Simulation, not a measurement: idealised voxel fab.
Process module in this document: voxel ribs on slabs
Section cut is 140 nm wide and gridded with 5 nm square cells.
Cross-section = grid of square cells, listed top down in bands; band = one or more rows. Heads up on the band format: heights come first, top then bottom, in nm. After that it's the materials left to right, each with its width in nm. A single material flagged "throughout" fills the whole band edge to edge, and "blank" means there's empty space there. Heights from 0 (as-received wafer is one material below). Bottom band endless downward, as "z 0 and below". Read "30->40" as a graded width: first number on top, second number at the bottom, same change between each pair of neighbouring rows. "remained unchanged" means the step left every cell of the cross-section as it was. What "Sealed void list" gives you is every empty space of 8 cells or more that is cut off from the top. Each appears as width x height at distance, with the distance taken from the left edge and width, height and distance all in nm. Where a step's line continues beyond its settings, the continuation is a remark by the simulator itself on that step. overlay nm: mask offset rightward from planned place, masked step; negative means leftward offset.
[Process steps - plan]
1,RECEIVE (material Si)
2,DIRECTIONAL_DEP (material SiO2; thk nm 30)
3,DIRECTIONAL_DEP (material SiN; thk nm 20)
4,DIRECTIONAL_DEP (material aC; thk nm 15)
5,PATTERN (tone cover; mask id RIB; material resist; width nm 20; thk nm 35; overlay nm 0)
6,DIRECTIONAL_ETCH (etch materials aC; depth nm 15)
7,STRIP (etch materials resist)
8,DIRECTIONAL_ETCH (etch materials SiN; depth nm 10)
9,STRIP (etch materials aC)
10,DIRECTIONAL_DEP (material aC; thk nm 15)
11,PATTERN (tone cover; mask id SLAB; material resist; width nm 50; thk nm 35; overlay nm 0)
12,DIRECTIONAL_ETCH (etch materials aC; depth nm 15)
13,STRIP (etch materials resist)
14,DIRECTIONAL_ETCH (etch materials SiN; depth nm 10)
15,STRIP (etch materials aC)
16,FILL_DEP (material SiO2; thk nm 25)
17,CMP (height nm 65)
18,DIRECTIONAL_DEP (material TiN; thk nm 5)
19,DIRECTIONAL_DEP (material aC; thk nm 10)
20,PATTERN (tone cover; mask id HEATER; material resist; width nm 30; thk nm 25; overlay nm 0)
21,DIRECTIONAL_ETCH (etch materials aC; depth nm 10)
22,STRIP (etch materials resist)
23,DIRECTIONAL_ETCH (etch materials TiN; depth nm 5)
24,STRIP (etch materials aC)
25,CONFORMAL_DEP (material SiN; thk nm 10)
[Cross-sectional view of the wafer in its as-received condition, corresponding to the state after step 1]
    z 0 and below: Si throughout
    Sealed void list: none
[End-of-module cross-section of the first of two wafers, processed as planned]
    z 80 to 75: 45 nm blank  50 nm SiN  45 nm blank
    z 75 to 70: SiN throughout
    z 70 to 65: 55 nm SiN  30 nm TiN  55 nm SiN
    z 65 to 50: SiO2 throughout
    z 50 to 40: 60 nm SiO2  20 nm SiN  60 nm SiO2
    z 40 to 30: 45 nm SiO2  50 nm SiN  45 nm SiO2
    z 30 to 0: SiO2 throughout
    z 0 and below: Si throughout
    Sealed void list: none
[This is the second of the two wafers, cross-sectioned at the end of the module; it started exactly like the first and was given the same plan, but it was run with one mistake]
    z 85 to 80: 45 nm blank  50 nm SiN  45 nm blank
    z 80 to 75: SiN throughout
    z 75 to 70: 55 nm SiN  30 nm TiN  55 nm SiN
    z 70 to 50: SiO2 throughout
    z 50 to 40: 60 nm SiO2  20 nm SiN  60 nm SiO2
    z 40 to 30: 45 nm SiO2  50 nm SiN  45 nm SiO2
    z 30 to 0: SiO2 throughout
    z 0 and below: Si throughout
    Sealed void list: none
Here's what went sideways: in deviation from the planned setting, step 17 was conducted as CMP (height nm 70)
End check, counted in cells, second wafer has more or fewer of these materials than the first: SiO2: 28 more
